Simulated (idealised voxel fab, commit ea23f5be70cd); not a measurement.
Name of the process module below: voxel self aligned contacts
Section shown: cut. Width: 225 nm. Cell size: 5 nm, square.
Just so we're on the same page, the cross-sections are grids of square cells, and they're listed out in bands top to bottom, each band one or more rows deep.
First you get the band's top height and its bottom height, in nm, and then the materials it's made of, left to right, with each width in nm. If you see a single material with "everywhere", that one covers the band edge to edge. "blank" is empty space.
Height is counted from the level 0, under which the received wafer is composed throughout of one material. The lowest of the bands is not closed at the bottom but continues downward, in the notation "0 and below".
So if you see something like "30->40" for the width, read it as the top row of the band sitting at the first number and the bottom row at the second, with every row in between moving by the same amount as the last.
Where the words "nothing was modified" appear for a step, the cross-section shows no cell changed by that step; every cell remained as before.
This entry, "Closed void catalog", enumerates those empty regions of no fewer than 8 cells that possess no open connection to the top. Each region is reported in the form width x height at distance, the distance being taken from the left edge, with all three quantities expressed in nm.
Post-settings text on a step line: simulator's own remark regarding the step.
overlay nm: on a step with a mask, how far right of its planned place the mask lay; negative means left.

[Below is the list of planned process steps]
1. RECEIVE [material Si]
2. OXIDIZE [depth nm 5]
3. DIRECTIONAL_DEP [material polySi] [thk nm 20]
4. DIRECTIONAL_DEP [material SiN] [thk nm 25]
5. DIRECTIONAL_DEP [material aC] [thk nm 10]
6. PATTERN [tone cover] [mask id GATE] [material resist] [width nm 25] [pitch nm 70] [thk nm 25] [overlay nm 0]
7. DIRECTIONAL_ETCH [etch materials aC] [depth nm 10]
8. STRIP [etch materials resist]
9. DIRECTIONAL_ETCH [etch materials SiN] [depth nm 25]
10. DIRECTIONAL_ETCH [etch materials polySi] [depth nm 20]
11. STRIP [etch materials aC]
12. CONFORMAL_DEP [material SiN] [thk nm 10]
13. DIRECTIONAL_ETCH [etch materials SiN] [depth nm 10]
14. FILL_DEP [material SiO2] [thk nm 15]
15. CMP [height nm 50]
16. DIRECTIONAL_DEP [material aC] [thk nm 10]
17. PATTERN [tone open] [mask id CONTACT] [material resist] [width nm 55] [pitch nm 70] [thk nm 30] [overlay nm 0]
18. DIRECTIONAL_ETCH [etch materials aC] [depth nm 10]
19. STRIP [etch materials resist]
20. DIRECTIONAL_ETCH [etch materials SiO2] [depth nm 55]
21. STRIP [etch materials aC]
22. CONFORMAL_DEP [material TiN] [thk nm 5]
23. FILL_DEP [material Ru] [thk nm 10]
24. CMP [height nm 50]
25. CONFORMAL_DEP [material SiN] [thk nm 5]

[Here's what the wafer looked like in cross-section when it arrived - that's after step 1]
* 0 and below | Si everywhere
* Closed void catalog: none

[Cross-sectional result after module completion. Note: starting condition and plan are unchanged from above; one processing mistake was made]
* 55 down to 50 | SiN everywhere
* 50 down to 45 | SiO2 20 nm / SiN 45 nm / TiN 25 nm / SiN 45 nm / TiN 25 nm / SiN 45 nm / SiO2 20 nm
* 45 down to 20 | SiN everywhere
* 20 down to 0 | polySi everywhere
* 0 down to -5 | SiO2 everywhere
* -5 and below | Si everywhere
* Closed void catalog: none
The mistake made against the process plan was this: step 4 of the plan was carried out twice
